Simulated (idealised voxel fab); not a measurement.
The following process module bears the name voxel wiring stack.
This is section cut - it's 290 nm across, gridded in 5 nm square cells.
A cross-section in this document is a grid of square cells, and it is written down as bands, the top band listed before the ones below it; a band is made up of one or more rows of cells. In this notation a band is specified by the heights of its top and bottom, in that order and in nm, after which its materials appear from left to right, each paired with its width in nm. The word "everywhere" attached to a single material means that material fills the band from edge to edge; the word "air" stands for empty space. Heights are measured from 0, the level below which the as-received wafer is all one material; the lowest band has no bottom and continues downward, written as in "top 0, no bottom". The notation "30 to 40" denotes a width that varies across the rows of cells in the band, beginning at the first number in the top row, finishing at the second number in the bottom row, and changing by an identical amount from each row to the next. "no change" after a step means that no cell of the cross-section changed. Basically, "Enclosed cavity list" tells you about the enclosed voids: empty spaces with no open way to the top, 8 cells or bigger, each written width x height at distance, where distance is from the left edge, all in nm. Where a step's line continues beyond its settings, the continuation is a remark by the simulator itself on that step. "overlay nm" denotes, for a step that has a mask, the displacement of the mask to the right of its planned place, with negative values corresponding to the left.

### Steps in the process plan
1) RECEIVE,material Si
2) CONFORMAL_DEP,material SiO2,thk nm 15
3) CONFORMAL_DEP,material SiN,thk nm 5
4) DIRECTIONAL_DEP,material SiO2,thk nm 15
5) PATTERN,tone open,mask id METAL_1,material resist,width nm 20,pitch nm 50,thk nm 20,overlay nm 0
6) DIRECTIONAL_ETCH,etch materials SiO2,depth nm 15
7) DIRECTIONAL_ETCH,etch materials SiN,depth nm 5
8) STRIP,etch materials resist
9) CONFORMAL_DEP,material TiN,thk nm 5
10) FILL_DEP,material Cu,thk nm 5
11) CMP,height nm 35
12) CONFORMAL_DEP,material SiCN,thk nm 5
13) DIRECTIONAL_DEP,material SiO2,thk nm 25
14) DIRECTIONAL_DEP,material aC,thk nm 15
15) PATTERN,tone open,mask id METAL_2_HOLES,material resist,width nm 15,pitch nm 100,thk nm 35,overlay nm 0
16) DIRECTIONAL_ETCH,etch materials aC,depth nm 15
17) STRIP,etch materials resist
18) DIRECTIONAL_ETCH,etch materials SiO2,depth nm 25
19) STRIP,etch materials aC
20) PATTERN,tone open,mask id METAL_2,material resist,width nm 20,pitch nm 50,thk nm 15,overlay nm 0
21) DIRECTIONAL_ETCH,etch materials SiO2,depth nm 15
22) DIRECTIONAL_ETCH,etch materials SiCN,depth nm 5
23) STRIP,etch materials resist
24) CONFORMAL_DEP,material TiN,thk nm 5
25) FILL_DEP,material Ru,thk nm 10
26) CMP,height nm 65
27) CONFORMAL_DEP,material SiCN,thk nm 5
28) DIRECTIONAL_DEP,material lowk,thk nm 30
29) PATTERN,tone open,mask id METAL_3_HOLES,material resist,width nm 15,pitch nm 100,thk nm 20,overlay nm 0
30) DIRECTIONAL_ETCH,etch materials lowk,depth nm 30
31) STRIP,etch materials resist
32) MASKED_ETCH,tone open,mask id METAL_3,width nm 20,pitch nm 50,etch materials lowk,depth nm 20,overlay nm 0
33) MASKED_ETCH,tone open,mask id METAL_3,width nm 20,pitch nm 50,etch materials SiCN,depth nm 5,overlay nm 0
34) CONFORMAL_DEP,material TiN,thk nm 5
35) FILL_DEP,material Ru,thk nm 10
36) CMP,height nm 100
37) CONFORMAL_DEP,material SiCN,thk nm 5
38) DIRECTIONAL_DEP,material lowk,thk nm 10
39) MASKED_ETCH,tone open,mask id PLUG_3,width nm 15,pitch nm 50,etch materials lowk,depth nm 10,overlay nm 0
40) MASKED_ETCH,tone open,mask id PLUG_3,width nm 15,pitch nm 50,etch materials SiCN,depth nm 5,overlay nm 0
41) EPI,material Ru,thk nm 10
42) EPI,material Ru,thk nm 5
43) CONFORMAL_DEP,material SiN,thk nm 5
44) DIRECTIONAL_DEP,material lowk,thk nm 15
45) DIRECTIONAL_DEP,material aC,thk nm 15
46) PATTERN,tone open,mask id METAL_4,material resist,width nm 20,pitch nm 50,thk nm 35,overlay nm 0
47) DIRECTIONAL_ETCH,etch materials aC,depth nm 15
48) STRIP,etch materials resist
49) DIRECTIONAL_ETCH,etch materials lowk,depth nm 15
50) DIRECTIONAL_ETCH,etch materials SiN,depth nm 5
51) STRIP,etch materials aC
52) CONFORMAL_DEP,material TiN,thk nm 5
53) FILL_DEP,material Ru,thk nm 5
54) CMP,height nm 135
55) EPI,material Ru,thk nm 5
56) FILL_DEP,material SiCN,thk nm 5

### The first wafer of two, processed as planned

### Shown in cross-section is the wafer as received, that is, as it stands after step 1
* top 0, no bottom: Si everywhere
* Enclosed cavity list: none

### So this is the wafer cross-section right after step 2
* top 15, bottom 0: SiO2 everywhere
* Below 0, the layers are the same as they were.

### So this is the wafer cross-section right after step 3
* top 20, bottom 15: SiN everywhere
* Below 15, the layers are the same as they were.

### So this is the wafer cross-section right after step 4
* top 35, bottom 20: SiO2 everywhere
* Below 20, the layers are the same as they were.

### So this is the wafer cross-section right after step 5
* top 55, bottom 35: resist (85), air (20), resist (30), air (20), resist (30), air (20), resist (85)
* Below 35, the layers are the same as they were.

### So this is the wafer cross-section right after step 6
* top 55, bottom 35: resist (85), air (20), resist (30), air (20), resist (30), air (20), resist (85)
* top 35, bottom 20: SiO2 (85), air (20), SiO2 (30), air (20), SiO2 (30), air (20), SiO2 (85)
* Below 20, the layers are the same as they were.

### So this is the wafer cross-section right after step 7
* top 55, bottom 35: resist (85), air (20), resist (30), air (20), resist (30), air (20), resist (85)
* top 35, bottom 20: SiO2 (85), air (20), SiO2 (30), air (20), SiO2 (30), air (20), SiO2 (85)
* top 20, bottom 15: SiN (85), air (20), SiN (30), air (20), SiN (30), air (20), SiN (85)
* Below 15, the layers are the same as they were.

### So this is the wafer cross-section right after step 8
* top 35, bottom 20: SiO2 (85), air (20), SiO2 (30), air (20), SiO2 (30), air (20), SiO2 (85)
* Below 20, the layers are the same as they were.

### So this is the wafer cross-section right after step 9
* top 40, bottom 35: TiN (90), air (10), TiN (40), air (10), TiN (40), air (10), TiN (90)
* top 35, bottom 20: SiO2 (85), TiN (5), air (10), TiN (5), SiO2 (30), TiN (5), air (10), TiN (5), SiO2 (30), TiN (5), air (10), TiN (5), SiO2 (85)
* top 20, bottom 15: SiN (85), TiN (20), SiN (30), TiN (20), SiN (30), TiN (20), SiN (85)
* Below 15, the layers are the same as they were.

### So this is the wafer cross-section right after step 10
* top 45, bottom 40: Cu everywhere
* top 40, bottom 35: TiN (90), Cu (10), TiN (40), Cu (10), TiN (40), Cu (10), TiN (90)
* top 35, bottom 20: SiO2 (85), TiN (5), Cu (10), TiN (5), SiO2 (30), TiN (5), Cu (10), TiN (5), SiO2 (30), TiN (5), Cu (10), TiN (5), SiO2 (85)
* Below 20, the layers are the same as they were.

### So this is the wafer cross-section right after step 11
* top 35, bottom 20: SiO2 (85), TiN (5), Cu (10), TiN (5), SiO2 (30), TiN (5), Cu (10), TiN (5), SiO2 (30), TiN (5), Cu (10), TiN (5), SiO2 (85)
* Below 20, the layers are the same as they were.

### So this is the wafer cross-section right after step 12
* top 40, bottom 35: SiCN everywhere
* Below 35, the layers are the same as they were.

### So this is the wafer cross-section right after step 13
* top 65, bottom 40: SiO2 everywhere
* Below 40, the layers are the same as they were.

### So this is the wafer cross-section right after step 14
* top 80, bottom 65: aC everywhere
* Below 65, the layers are the same as they were.

### So this is the wafer cross-section right after step 15
* top 115, bottom 80: resist (85), air (15), resist (85), air (15), resist (90)
* Below 80, the layers are the same as they were.

### So this is the wafer cross-section right after step 16
* top 100, bottom 80: resist (85), air (15), resist (85), air (15), resist (90)
* top 80, bottom 65: aC (85), air (15), aC (85), air (15), aC (90)
* Below 65, the layers are the same as they were.

### So this is the wafer cross-section right after step 17
* top 80, bottom 65: aC (85), air (15), aC (85), air (15), aC (90)
* Below 65, the layers are the same as they were.

### So this is the wafer cross-section right after step 18
* top 80, bottom 65: aC (85), air (15), aC (85), air (15), aC (90)
* top 65, bottom 40: SiO2 (85), air (15), SiO2 (85), air (15), SiO2 (90)
* Below 40, the layers are the same as they were.

### So this is the wafer cross-section right after step 19
* top 65, bottom 40: SiO2 (85), air (15), SiO2 (85), air (15), SiO2 (90)
* Below 40, the layers are the same as they were.

### So this is the wafer cross-section right after step 20
* top 80, bottom 65: resist (85), air (20), resist (30), air (20), resist (30), air (20), resist (85)
* Below 65, the layers are the same as they were.

### So this is the wafer cross-section right after step 21
* top 80, bottom 65: resist (85), air (20), resist (30), air (20), resist (30), air (20), resist (85)
* top 65, bottom 50: SiO2 (85), air (20), SiO2 (30), air (20), SiO2 (30), air (20), SiO2 (85)
* Below 50, the layers are the same as they were.

### So this is the wafer cross-section right after step 22
* top 80, bottom 65: resist (85), air (20), resist (30), air (20), resist (30), air (20), resist (85)
* top 65, bottom 50: SiO2 (85), air (20), SiO2 (30), air (20), SiO2 (30), air (20), SiO2 (85)
* top 50, bottom 40: SiO2 (85), air (15), SiO2 (85), air (15), SiO2 (90)
* top 40, bottom 35: SiCN (85), air (15), SiCN (85), air (15), SiCN (90)
* Below 35, the layers are the same as they were.

### So this is the wafer cross-section right after step 23
* top 65, bottom 50: SiO2 (85), air (20), SiO2 (30), air (20), SiO2 (30), air (20), SiO2 (85)
* Below 50, the layers are the same as they were.

### So this is the wafer cross-section right after step 24
* top 70, bottom 65: TiN (90), air (10), TiN (40), air (10), TiN (40), air (10), TiN (90)
* top 65, bottom 55: SiO2 (85), TiN (5), air (10), TiN (5), SiO2 (30), TiN (5), air (10), TiN (5), SiO2 (30), TiN (5), air (10), TiN (5), SiO2 (85)
* top 55, bottom 50: SiO2 (85), TiN (5), air (5), TiN (10), SiO2 (30), TiN (20), SiO2 (30), TiN (5), air (5), TiN (10), SiO2 (85)
* top 50, bottom 40: SiO2 (85), TiN (5), air (5), TiN (5), SiO2 (85), TiN (5), air (5), TiN (5), SiO2 (90)
* top 40, bottom 35: SiCN (85), TiN (15), SiCN (85), TiN (15), SiCN (90)
* Below 35, the layers are the same as they were.

### So this is the wafer cross-section right after step 25
* top 80, bottom 70: Ru everywhere
* top 70, bottom 65: TiN (90), Ru (10), TiN (40), Ru (10), TiN (40), Ru (10), TiN (90)
* top 65, bottom 55: SiO2 (85), TiN (5), Ru (10), TiN (5), SiO2 (30), TiN (5), Ru (10), TiN (5), SiO2 (30), TiN (5), Ru (10), TiN (5), SiO2 (85)
* top 55, bottom 50: SiO2 (85), TiN (5), Ru (5), TiN (10), SiO2 (30), TiN (20), SiO2 (30), TiN (5), Ru (5), TiN (10), SiO2 (85)
* top 50, bottom 40: SiO2 (85), TiN (5), Ru (5), TiN (5), SiO2 (85), TiN (5), Ru (5), TiN (5), SiO2 (90)
* Below 40, the layers are the same as they were.

### So this is the wafer cross-section right after step 26
* top 65, bottom 55: SiO2 (85), TiN (5), Ru (10), TiN (5), SiO2 (30), TiN (5), Ru (10), TiN (5), SiO2 (30), TiN (5), Ru (10), TiN (5), SiO2 (85)
* Below 55, the layers are the same as they were.

### So this is the wafer cross-section right after step 27
* top 70, bottom 65: SiCN everywhere
* Below 65, the layers are the same as they were.

### So this is the wafer cross-section right after step 28
* top 100, bottom 70: lowk everywhere
* Below 70, the layers are the same as they were.

### So this is the wafer cross-section right after step 29
* top 120, bottom 100: resist (85), air (15), resist (85), air (15), resist (90)
* Below 100, the layers are the same as they were.

### So this is the wafer cross-section right after step 30
* top 120, bottom 100: resist (85), air (15), resist (85), air (15), resist (90)
* top 100, bottom 70: lowk (85), air (15), lowk (85), air (15), lowk (90)
* Below 70, the layers are the same as they were.

### So this is the wafer cross-section right after step 31
* top 100, bottom 70: lowk (85), air (15), lowk (85), air (15), lowk (90)
* Below 70, the layers are the same as they were.

### So this is the wafer cross-section right after step 32
* top 100, bottom 80: lowk (85), air (20), lowk (30), air (20), lowk (30), air (20), lowk (85)
* Below 80, the layers are the same as they were.

### So this is the wafer cross-section right after step 33
* top 100, bottom 80: lowk (85), air (20), lowk (30), air (20), lowk (30), air (20), lowk (85)
* top 80, bottom 70: lowk (85), air (15), lowk (85), air (15), lowk (90)
* top 70, bottom 65: SiCN (85), air (15), SiCN (85), air (15), SiCN (90)
* Below 65, the layers are the same as they were.

### So this is the wafer cross-section right after step 34
* top 105, bottom 100: TiN (90), air (10), TiN (40), air (10), TiN (40), air (10), TiN (90)
* top 100, bottom 85: lowk (85), TiN (5), air (10), TiN (5), lowk (30), TiN (5), air (10), TiN (5), lowk (30), TiN (5), air (10), TiN (5), lowk (85)
* top 85, bottom 80: lowk (85), TiN (5), air (5), TiN (10), lowk (30), TiN (20), lowk (30), TiN (5), air (5), TiN (10), lowk (85)
* top 80, bottom 70: lowk (85), TiN (5), air (5), TiN (5), lowk (85), TiN (5), air (5), TiN (5), lowk (90)
* top 70, bottom 65: SiCN (85), TiN (15), SiCN (85), TiN (15), SiCN (90)
* Below 65, the layers are the same as they were.

### So this is the wafer cross-section right after step 35
* top 115, bottom 105: Ru everywhere
* top 105, bottom 100: TiN (90), Ru (10), TiN (40), Ru (10), TiN (40), Ru (10), TiN (90)
* top 100, bottom 85: lowk (85), TiN (5), Ru (10), TiN (5), lowk (30), TiN (5), Ru (10), TiN (5), lowk (30), TiN (5), Ru (10), TiN (5), lowk (85)
* top 85, bottom 80: lowk (85), TiN (5), Ru (5), TiN (10), lowk (30), TiN (20), lowk (30), TiN (5), Ru (5), TiN (10), lowk (85)
* top 80, bottom 70: lowk (85), TiN (5), Ru (5), TiN (5), lowk (85), TiN (5), Ru (5), TiN (5), lowk (90)
* Below 70, the layers are the same as they were.

### So this is the wafer cross-section right after step 36
* top 100, bottom 85: lowk (85), TiN (5), Ru (10), TiN (5), lowk (30), TiN (5), Ru (10), TiN (5), lowk (30), TiN (5), Ru (10), TiN (5), lowk (85)
* Below 85, the layers are the same as they were.

### So this is the wafer cross-section right after step 37
* top 105, bottom 100: SiCN everywhere
* Below 100, the layers are the same as they were.

### So this is the wafer cross-section right after step 38
* top 115, bottom 105: lowk everywhere
* Below 105, the layers are the same as they were.

### So this is the wafer cross-section right after step 39
* top 115, bottom 105: lowk (85), air (15), lowk (35), air (15), lowk (35), air (15), lowk (90)
* Below 105, the layers are the same as they were.

### So this is the wafer cross-section right after step 40
* top 115, bottom 105: lowk (85), air (15), lowk (35), air (15), lowk (35), air (15), lowk (90)
* top 105, bottom 100: SiCN (85), air (15), SiCN (35), air (15), SiCN (35), air (15), SiCN (90)
* Below 100, the layers are the same as they were.

### So this is the wafer cross-section right after step 41
* top 115, bottom 110: lowk (85), air (15), lowk (35), air (15), lowk (35), air (15), lowk (90)
* top 110, bottom 105: lowk (85), Ru (15), lowk (35), Ru (15), lowk (35), Ru (15), lowk (90)
* top 105, bottom 100: SiCN (85), Ru (15), SiCN (35), Ru (15), SiCN (35), Ru (15), SiCN (90)
* Below 100, the layers are the same as they were.

### So this is the wafer cross-section right after step 42
* top 115, bottom 105: lowk (85), Ru (15), lowk (35), Ru (15), lowk (35), Ru (15), lowk (90)
* Below 105, the layers are the same as they were.

### So this is the wafer cross-section right after step 43
* top 120, bottom 115: SiN everywhere
* Below 115, the layers are the same as they were.

### So this is the wafer cross-section right after step 44
* top 135, bottom 120: lowk everywhere
* Below 120, the layers are the same as they were.

### So this is the wafer cross-section right after step 45
* top 150, bottom 135: aC everywhere
* Below 135, the layers are the same as they were.

### So this is the wafer cross-section right after step 46
* top 185, bottom 150: resist (85), air (20), resist (30), air (20), resist (30), air (20), resist (85)
* Below 150, the layers are the same as they were.

### So this is the wafer cross-section right after step 47
* top 170, bottom 150: resist (85), air (20), resist (30), air (20), resist (30), air (20), resist (85)
* top 150, bottom 135: aC (85), air (20), aC (30), air (20), aC (30), air (20), aC (85)
* Below 135, the layers are the same as they were.

### So this is the wafer cross-section right after step 48
* top 150, bottom 135: aC (85), air (20), aC (30), air (20), aC (30), air (20), aC (85)
* Below 135, the layers are the same as they were.

### So this is the wafer cross-section right after step 49
* top 150, bottom 135: aC (85), air (20), aC (30), air (20), aC (30), air (20), aC (85)
* top 135, bottom 120: lowk (85), air (20), lowk (30), air (20), lowk (30), air (20), lowk (85)
* Below 120, the layers are the same as they were.

### So this is the wafer cross-section right after step 50
* top 150, bottom 135: aC (85), air (20), aC (30), air (20), aC (30), air (20), aC (85)
* top 135, bottom 120: lowk (85), air (20), lowk (30), air (20), lowk (30), air (20), lowk (85)
* top 120, bottom 115: SiN (85), air (20), SiN (30), air (20), SiN (30), air (20), SiN (85)
* Below 115, the layers are the same as they were.

### So this is the wafer cross-section right after step 51
* top 135, bottom 120: lowk (85), air (20), lowk (30), air (20), lowk (30), air (20), lowk (85)
* Below 120, the layers are the same as they were.

### So this is the wafer cross-section right after step 52
* top 140, bottom 135: TiN (90), air (10), TiN (40), air (10), TiN (40), air (10), TiN (90)
* top 135, bottom 120: lowk (85), TiN (5), air (10), TiN (5), lowk (30), TiN (5), air (10), TiN (5), lowk (30), TiN (5), air (10), TiN (5), lowk (85)
* top 120, bottom 115: SiN (85), TiN (20), SiN (30), TiN (20), SiN (30), TiN (20), SiN (85)
* Below 115, the layers are the same as they were.

### So this is the wafer cross-section right after step 53
* top 145, bottom 140: Ru everywhere
* top 140, bottom 135: TiN (90), Ru (10), TiN (40), Ru (10), TiN (40), Ru (10), TiN (90)
* top 135, bottom 120: lowk (85), TiN (5), Ru (10), TiN (5), lowk (30), TiN (5), Ru (10), TiN (5), lowk (30), TiN (5), Ru (10), TiN (5), lowk (85)
* Below 120, the layers are the same as they were.

### So this is the wafer cross-section right after step 54
* top 135, bottom 120: lowk (85), TiN (5), Ru (10), TiN (5), lowk (30), TiN (5), Ru (10), TiN (5), lowk (30), TiN (5), Ru (10), TiN (5), lowk (85)
* Below 120, the layers are the same as they were.

### So this is the wafer cross-section right after step 55
* top 140, bottom 135: air (80), Ru (30), air (20), Ru (30), air (20), Ru (30), air (80)
* Below 135, the layers are the same as they were.

### So this is the wafer cross-section right after step 56
* top 145, bottom 140: SiCN everywhere
* top 140, bottom 135: SiCN (80), Ru (30), SiCN (20), Ru (30), SiCN (20), Ru (30), SiCN (80)
* Below 135, the layers are the same as they were.

### second wafer: like start, like plan, one mistake. Through step 27 it matches the first wafer

### Cross-section: second wafer, time at which step 28 was scheduled to end
* top 130, bottom 70: lowk everywhere
* Below 70, the layers are the same as they were.

### Cross-section: second wafer, time at which step 29 was scheduled to end
* top 150, bottom 130: resist (85), air (15), resist (85), air (15), resist (90)
* Below 130, the layers are the same as they were.

### Cross-section: second wafer, time at which step 30 was scheduled to end
* top 150, bottom 130: resist (85), air (15), resist (85), air (15), resist (90)
* top 130, bottom 100: lowk (85), air (15), lowk (85), air (15), lowk (90)
* Below 100, the layers are the same as they were.

### Cross-section: second wafer, time at which step 31 was scheduled to end
* top 130, bottom 100: lowk (85), air (15), lowk (85), air (15), lowk (90)
* Below 100, the layers are the same as they were.

### Cross-section: second wafer, time at which step 32 was scheduled to end
* top 130, bottom 110: lowk (85), air (20), lowk (30), air (20), lowk (30), air (20), lowk (85)
* top 110, bottom 80: lowk (85), air (15), lowk (85), air (15), lowk (90)
* Below 80, the layers are the same as they were.

Cross-section: second wafer, time at which step 33 was scheduled to end: no change

### Cross-section: second wafer, time at which step 34 was scheduled to end
* top 135, bottom 130: TiN (90), air (10), TiN (40), air (10), TiN (40), air (10), TiN (90)
* top 130, bottom 115: lowk (85), TiN (5), air (10), TiN (5), lowk (30), TiN (5), air (10), TiN (5), lowk (30), TiN (5), air (10), TiN (5), lowk (85)
* top 115, bottom 110: lowk (85), TiN (5), air (5), TiN (10), lowk (30), TiN (20), lowk (30), TiN (5), air (5), TiN (10), lowk (85)
* top 110, bottom 85: lowk (85), TiN (5), air (5), TiN (5), lowk (85), TiN (5), air (5), TiN (5), lowk (90)
* top 85, bottom 80: lowk (85), TiN (15), lowk (85), TiN (15), lowk (90)
* Below 80, the layers are the same as they were.

### Cross-section: second wafer, time at which step 35 was scheduled to end
* top 145, bottom 135: Ru everywhere
* top 135, bottom 130: TiN (90), Ru (10), TiN (40), Ru (10), TiN (40), Ru (10), TiN (90)
* top 130, bottom 115: lowk (85), TiN (5), Ru (10), TiN (5), lowk (30), TiN (5), Ru (10), TiN (5), lowk (30), TiN (5), Ru (10), TiN (5), lowk (85)
* top 115, bottom 110: lowk (85), TiN (5), Ru (5), TiN (10), lowk (30), TiN (20), lowk (30), TiN (5), Ru (5), TiN (10), lowk (85)
* top 110, bottom 85: lowk (85), TiN (5), Ru (5), TiN (5), lowk (85), TiN (5), Ru (5), TiN (5), lowk (90)
* Below 85, the layers are the same as they were.

### Cross-section: second wafer, time at which step 36 was scheduled to end
* top 100, bottom 85: lowk (85), TiN (5), Ru (5), TiN (5), lowk (85), TiN (5), Ru (5), TiN (5), lowk (90)
* Below 85, the layers are the same as they were.

### Cross-section: second wafer, time at which step 37 was scheduled to end
* top 105, bottom 100: SiCN everywhere
* Below 100, the layers are the same as they were.

### Cross-section: second wafer, time at which step 38 was scheduled to end
* top 115, bottom 105: lowk everywhere
* Below 105, the layers are the same as they were.

### Cross-section: second wafer, time at which step 39 was scheduled to end
* top 115, bottom 105: lowk (85), air (15), lowk (35), air (15), lowk (35), air (15), lowk (90)
* Below 105, the layers are the same as they were.

### Cross-section: second wafer, time at which step 40 was scheduled to end
* top 115, bottom 105: lowk (85), air (15), lowk (35), air (15), lowk (35), air (15), lowk (90)
* top 105, bottom 100: SiCN (85), air (15), SiCN (35), air (15), SiCN (35), air (15), SiCN (90)
* Below 100, the layers are the same as they were.

### Cross-section: second wafer, time at which step 41 was scheduled to end
* top 115, bottom 110: lowk (85), air (15), lowk (35), air (15), lowk (35), air (15), lowk (90)
* top 110, bottom 105: lowk (85), Ru (15), lowk (35), air (15), lowk (35), Ru (15), lowk (90)
* top 105, bottom 100: SiCN (85), Ru (15), SiCN (35), air (15), SiCN (35), Ru (15), SiCN (90)
* Below 100, the layers are the same as they were.

### Cross-section: second wafer, time at which step 42 was scheduled to end
* top 115, bottom 105: lowk (85), Ru (15), lowk (35), air (15), lowk (35), Ru (15), lowk (90)
* Below 105, the layers are the same as they were.

### Cross-section: second wafer, time at which step 43 was scheduled to end
* top 120, bottom 115: SiN (140), air (5), SiN (145)
* top 115, bottom 105: lowk (85), Ru (15), lowk (35), SiN (5), air (5), SiN (5), lowk (35), Ru (15), lowk (90)
* top 105, bottom 100: SiCN (85), Ru (15), SiCN (35), SiN (15), SiCN (35), Ru (15), SiCN (90)
* Below 100, the layers are the same as they were.

### Cross-section: second wafer, time at which step 44 was scheduled to end
* top 135, bottom 120: lowk (140), air (5), lowk (145)
* top 120, bottom 115: SiN (140), lowk (5), SiN (145)
* top 115, bottom 105: lowk (85), Ru (15), lowk (35), SiN (5), lowk (5), SiN (5), lowk (35), Ru (15), lowk (90)
* Below 105, the layers are the same as they were.

### Cross-section: second wafer, time at which step 45 was scheduled to end
* top 150, bottom 135: aC (140), air (5), aC (145)
* top 135, bottom 120: lowk (140), aC (5), lowk (145)
* Below 120, the layers are the same as they were.

### Cross-section: second wafer, time at which step 46 was scheduled to end
* top 185, bottom 150: resist (85), air (20), resist (30), air (20), resist (30), air (20), resist (85)
* Below 150, the layers are the same as they were.

### Cross-section: second wafer, time at which step 47 was scheduled to end
* top 170, bottom 150: resist (85), air (20), resist (30), air (20), resist (30), air (20), resist (85)
* top 150, bottom 135: aC (85), air (20), aC (30), air (20), aC (30), air (20), aC (85)
* top 135, bottom 120: lowk (140), air (5), lowk (145)
* Below 120, the layers are the same as they were.

### Cross-section: second wafer, time at which step 48 was scheduled to end
* top 150, bottom 135: aC (85), air (20), aC (30), air (20), aC (30), air (20), aC (85)
* Below 135, the layers are the same as they were.

### Cross-section: second wafer, time at which step 49 was scheduled to end
* top 150, bottom 135: aC (85), air (20), aC (30), air (20), aC (30), air (20), aC (85)
* top 135, bottom 120: lowk (85), air (20), lowk (30), air (20), lowk (30), air (20), lowk (85)
* top 120, bottom 115: SiN (140), air (5), SiN (145)
* top 115, bottom 105: lowk (85), Ru (15), lowk (35), SiN (5), air (5), SiN (5), lowk (35), Ru (15), lowk (90)
* Below 105, the layers are the same as they were.

### Cross-section: second wafer, time at which step 50 was scheduled to end
* top 150, bottom 135: aC (85), air (20), aC (30), air (20), aC (30), air (20), aC (85)
* top 135, bottom 120: lowk (85), air (20), lowk (30), air (20), lowk (30), air (20), lowk (85)
* top 120, bottom 115: SiN (85), air (20), SiN (30), air (20), SiN (30), air (20), SiN (85)
* top 115, bottom 105: lowk (85), Ru (15), lowk (35), SiN (5), air (5), SiN (5), lowk (35), Ru (15), lowk (90)
* top 105, bottom 100: SiCN (85), Ru (15), SiCN (35), SiN (5), air (5), SiN (5), SiCN (35), Ru (15), SiCN (90)
* Below 100, the layers are the same as they were.

### Cross-section: second wafer, time at which step 51 was scheduled to end
* top 135, bottom 120: lowk (85), air (20), lowk (30), air (20), lowk (30), air (20), lowk (85)
* Below 120, the layers are the same as they were.

### Cross-section: second wafer, time at which step 52 was scheduled to end
* top 140, bottom 135: TiN (90), air (10), TiN (40), air (10), TiN (40), air (10), TiN (90)
* top 135, bottom 120: lowk (85), TiN (5), air (10), TiN (5), lowk (30), TiN (5), air (10), TiN (5), lowk (30), TiN (5), air (10), TiN (5), lowk (85)
* top 120, bottom 115: SiN (85), TiN (20), SiN (30), TiN (20), SiN (30), TiN (20), SiN (85)
* top 115, bottom 105: lowk (85), Ru (15), lowk (35), SiN (5), TiN (5), SiN (5), lowk (35), Ru (15), lowk (90)
* top 105, bottom 100: SiCN (85), Ru (15), SiCN (35), SiN (5), TiN (5), SiN (5), SiCN (35), Ru (15), SiCN (90)
* Below 100, the layers are the same as they were.

### Cross-section: second wafer, time at which step 53 was scheduled to end
* top 145, bottom 140: Ru everywhere
* top 140, bottom 135: TiN (90), Ru (10), TiN (40), Ru (10), TiN (40), Ru (10), TiN (90)
* top 135, bottom 120: lowk (85), TiN (5), Ru (10), TiN (5), lowk (30), TiN (5), Ru (10), TiN (5), lowk (30), TiN (5), Ru (10), TiN (5), lowk (85)
* Below 120, the layers are the same as they were.

### Cross-section: second wafer, time at which step 54 was scheduled to end
* top 135, bottom 120: lowk (85), TiN (5), Ru (10), TiN (5), lowk (30), TiN (5), Ru (10), TiN (5), lowk (30), TiN (5), Ru (10), TiN (5), lowk (85)
* Below 120, the layers are the same as they were.

### Cross-section: second wafer, time at which step 55 was scheduled to end
* top 140, bottom 135: air (80), Ru (30), air (20), Ru (30), air (20), Ru (30), air (80)
* Below 135, the layers are the same as they were.

### Cross-section: second wafer, time at which step 56 was scheduled to end
* top 145, bottom 140: SiCN everywhere
* top 140, bottom 135: SiCN (80), Ru (30), SiCN (20), Ru (30), SiCN (20), Ru (30), SiCN (80)
* Below 135, the layers are the same as they were.
Which mistake was made when the wafer was run? step 28 of the plan saw execution twice
The second wafer ends with more or fewer cells of some materials than the first, per final count: -27 Ru, +6 SiCN, +6 SiN, -21 TiN, +36 lowk
